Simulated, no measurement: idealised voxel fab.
process module | voxel quadruple lines
cross-section cut | 240 nm wide | cells 5 nm
A cross-section is a grid of square cells, given in bands from the top down. A band is one or more rows of cells.
Each band's line starts with the height of the band's top and of its bottom, in nm. Then come its materials from left to right, each with its width in nm. One material with "throughout" fills the band from edge to edge. "air" is empty space.
Height 0 is the level under which the wafer as received is all one material. The lowest band goes on downwards, as in "0 down".
A width such as "30 to 40" changes by the same amount from each row of cells to the next, from the band's top row to its bottom row.
"no change" after a step means that no cell of the cross-section changed.
closed voids: empty space of 8 cells or more with no open way to the top, each as width x height at its distance from the left edge, in nm
after a step's settings: what the simulator itself notes on the step
overlay nm, on a step with a mask: how far to the right of its planned place the mask lay; to the left if negative
plan
1 op RECEIVE | material Si
2 op CONFORMAL_DEP | material SiO2 | thk nm 5
3 op DIRECTIONAL_DEP | material W | thk nm 10
4 op DIRECTIONAL_DEP | material polySi | thk nm 15
5 op DIRECTIONAL_DEP | material aC | thk nm 20
6 op PATTERN | tone cover | mask id MANDREL | material resist | width nm 25 | pitch nm 80 | thk nm 30 | overlay nm 0
7 op DIRECTIONAL_ETCH | etch materials aC | depth nm 20
8 op STRIP | etch materials resist
9 op CONFORMAL_DEP | material SiO2 | thk nm 15
10 op DIRECTIONAL_ETCH | etch materials SiO2 | depth nm 15
11 op STRIP | etch materials aC
12 op DIRECTIONAL_ETCH | etch materials polySi | depth nm 15
13 op STRIP | etch materials SiO2
14 op CONFORMAL_DEP | material SiN | thk nm 5
15 op DIRECTIONAL_ETCH | etch materials SiN | depth nm 5
16 op STRIP | etch materials polySi
17 op DIRECTIONAL_ETCH | etch materials W | depth nm 10
18 op STRIP | etch materials SiN
first wafer, as planned
as received, after step 1
  0 down: Si throughout
  closed voids: none
after step 2
  5 to 0: SiO2 throughout
  below 0: unchanged
after step 3
  15 to 5: W throughout
  below 5: unchanged
after step 4
  30 to 15: polySi throughout
  below 15: unchanged
after step 5
  50 to 30: aC throughout
  below 30: unchanged
after step 6
  80 to 50: air 65 | resist 25 | air 55 | resist 25 | air 70
  below 50: unchanged
after step 7
  60 to 50: air 65 | resist 25 | air 55 | resist 25 | air 70
  50 to 30: air 65 | aC 25 | air 55 | aC 25 | air 70
  below 30: unchanged
after step 8
  50 to 30: air 65 | aC 25 | air 55 | aC 25 | air 70
  below 30: unchanged
after step 9
  65 to 50: air 50 | SiO2 55 | air 25 | SiO2 55 | air 55
  50 to 45: air 50 | SiO2 15 | aC 25 | SiO2 15 | air 25 | SiO2 15 | aC 25 | SiO2 15 | air 55
  45 to 30: SiO2 65 | aC 25 | SiO2 55 | aC 25 | SiO2 70
  below 30: unchanged
after step 10
  50 to 30: air 50 | SiO2 15 | aC 25 | SiO2 15 | air 25 | SiO2 15 | aC 25 | SiO2 15 | air 55
  below 30: unchanged
after step 11
  50 to 30: air 50 | SiO2 15 | air 25 | SiO2 15 | air 25 | SiO2 15 | air 25 | SiO2 15 | air 55
  below 30: unchanged
after step 12
  50 to 30: air 50 | SiO2 15 | air 25 | SiO2 15 | air 25 | SiO2 15 | air 25 | SiO2 15 | air 55
  30 to 15: air 50 | polySi 15 | air 25 | polySi 15 | air 25 | polySi 15 | air 25 | polySi 15 | air 55
  below 15: unchanged
after step 13
  30 to 15: air 50 | polySi 15 | air 25 | polySi 15 | air 25 | polySi 15 | air 25 | polySi 15 | air 55
  below 15: unchanged
after step 14
  35 to 30: air 45 | SiN 25 | air 15 | SiN 25 | air 15 | SiN 25 | air 15 | SiN 25 | air 50
  30 to 20: air 45 | SiN 5 | polySi 15 | SiN 5 | air 15 | SiN 5 | polySi 15 | SiN 5 | air 15 | SiN 5 | polySi 15 | SiN 5 | air 15 | SiN 5 | polySi 15 | SiN 5 | air 50
  20 to 15: SiN 50 | polySi 15 | SiN 25 | polySi 15 | SiN 25 | polySi 15 | SiN 25 | polySi 15 | SiN 55
  below 15: unchanged
after step 15
  30 to 15: air 45 | SiN 5 | polySi 15 | SiN 5 | air 15 | SiN 5 | polySi 15 | SiN 5 | air 15 | SiN 5 | polySi 15 | SiN 5 | air 15 | SiN 5 | polySi 15 | SiN 5 | air 50
  below 15: unchanged
after step 16
  30 to 15: air 45 | SiN 5 | air 15 | SiN 5 | air 15 | SiN 5 | air 15 | SiN 5 | air 15 | SiN 5 | air 15 | SiN 5 | air 15 | SiN 5 | air 15 | SiN 5 | air 50
  below 15: unchanged
after step 17
  30 to 15: air 45 | SiN 5 | air 15 | SiN 5 | air 15 | SiN 5 | air 15 | SiN 5 | air 15 | SiN 5 | air 15 | SiN 5 | air 15 | SiN 5 | air 15 | SiN 5 | air 50
  15 to 5: air 45 | W 5 | air 15 | W 5 | air 15 | W 5 | air 15 | W 5 | air 15 | W 5 | air 15 | W 5 | air 15 | W 5 | air 15 | W 5 | air 50
  below 5: unchanged
after step 18
  15 to 5: air 45 | W 5 | air 15 | W 5 | air 15 | W 5 | air 15 | W 5 | air 15 | W 5 | air 15 | W 5 | air 15 | W 5 | air 15 | W 5 | air 50
  below 5: unchanged
second wafer: like start, like plan, one mistake. Through step 2 it matches the first wafer
when step 3 should have ended
  20 to 5: polySi throughout
  below 5: unchanged
when step 4 should have ended
  30 to 20: W throughout
  below 20: unchanged
when step 5 should have ended
  50 to 30: aC throughout
  below 30: unchanged
when step 6 should have ended
  80 to 50: air 65 | resist 25 | air 55 | resist 25 | air 70
  below 50: unchanged
when step 7 should have ended
  60 to 50: air 65 | resist 25 | air 55 | resist 25 | air 70
  50 to 30: air 65 | aC 25 | air 55 | aC 25 | air 70
  below 30: unchanged
when step 8 should have ended
  50 to 30: air 65 | aC 25 | air 55 | aC 25 | air 70
  below 30: unchanged
when step 9 should have ended
  65 to 50: air 50 | SiO2 55 | air 25 | SiO2 55 | air 55
  50 to 45: air 50 | SiO2 15 | aC 25 | SiO2 15 | air 25 | SiO2 15 | aC 25 | SiO2 15 | air 55
  45 to 30: SiO2 65 | aC 25 | SiO2 55 | aC 25 | SiO2 70
  below 30: unchanged
when step 10 should have ended
  50 to 30: air 50 | SiO2 15 | aC 25 | SiO2 15 | air 25 | SiO2 15 | aC 25 | SiO2 15 | air 55
  below 30: unchanged
when step 11 should have ended
  50 to 30: air 50 | SiO2 15 | air 25 | SiO2 15 | air 25 | SiO2 15 | air 25 | SiO2 15 | air 55
  below 30: unchanged
when step 12 should have ended: no change
when step 13 should have ended
  30 to 20: W throughout
  below 20: unchanged
when step 14 should have ended
  35 to 30: SiN throughout
  below 30: unchanged
when step 15 should have ended
  30 to 20: W throughout
  below 20: unchanged
when step 16 should have ended: no change
when step 17 should have ended
  20 to 5: polySi throughout
  below 5: unchanged
when step 18 should have ended: no change
what went wrong: steps 3 and 4 were swapped
at the end the second wafer has, in cells: 16 fewer of W | 144 more of polySi
